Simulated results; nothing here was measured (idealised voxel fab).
This is a process module. Its name is voxel trench capacitor.
For reference, the cross-section in this document is cut, with width 225 nm and square cells of 5 nm.
Reading order for cross-sections: top band down to bottom band. Underlying form: a grid of square cells. Band size: one or more rows of cells.
First you get the band's top height and its bottom height, in nm, and then the materials it's made of, left to right, with each width in nm. If you see a single material with "full width", that one covers the band edge to edge. "blank" is empty space.
Basically, 0 is our baseline, since under it the wafer straight out of the box is all one material. The bottom band has no lower end and keeps on going down, so it looks like "0 nm and below".
It should be noted that a width expressed as "30->40" varies in equal increments from row to row of cells within the band, taking the value of the first number at the top row and that of the second number at the bottom row.
A step reported as "no change" is a step in which no cell of the cross-section changed.
Each empty space that has no open way to the top and spans at least 8 cells appears under "Fully sealed voids" as width x height at distance, the distance counted from the left edge, all in nm.
Note: text after step settings on the step line = simulator remark on that step.
"overlay nm", when on a step's line for a step with a mask, measures how far to the right of its planned place the mask lay; a negative measure means to the left.

## These are the steps we planned for the process
step 1: RECEIVE | material Si
step 2: CONFORMAL_DEP | material SiN | thk nm 5
step 3: DIRECTIONAL_DEP | material aC | thk nm 10
step 4: PATTERN | tone open | mask id TRENCH | material resist | width nm 15 | pitch nm 45 | thk nm 25 | overlay nm -15
step 5: DIRECTIONAL_ETCH | etch materials aC | depth nm 10
step 6: STRIP | etch materials resist
step 7: DIRECTIONAL_ETCH | etch materials SiN | depth nm 5
step 8: DIRECTIONAL_ETCH | etch materials Si | depth nm 30
step 9: STRIP | etch materials aC
step 10: CONFORMAL_DEP | material Al2O3 | thk nm 5
step 11: FILL_DEP | material polySi | thk nm 10
step 12: CMP | height nm 5
Every wafer here starts from the same state; it is the step 4 overlay nm that distinguishes them, and the value the plan gives belongs to the first wafer.

## So this is the first of several wafers, cross-sectioned as it came to us, meaning it's at the end of step 1
* 0 nm and below = Si full width
* Fully sealed voids: none

## Per-wafer rows below. For each material: cells gained (+) or lost (-) since the wafer was received, as of end of module. Then: closed voids
overlay nm -15 | +30 Al2O3 | -36 Si | +39 SiN | +12 polySi | Fully sealed voids: none
overlay nm -10 | +30 Al2O3 | -36 Si | +39 SiN | +12 polySi | Fully sealed voids: none
overlay nm -5 | +30 Al2O3 | -36 Si | +39 SiN | +12 polySi | Fully sealed voids: none
overlay nm 0 | +30 Al2O3 | -36 Si | +39 SiN | +12 polySi | Fully sealed voids: none
overlay nm 5 | +30 Al2O3 | -36 Si | +39 SiN | +12 polySi | Fully sealed voids: none
overlay nm 10 | +30 Al2O3 | -36 Si | +39 SiN | +12 polySi | Fully sealed voids: none
overlay nm 15 | +30 Al2O3 | -36 Si | +39 SiN | +12 polySi | Fully sealed voids: none
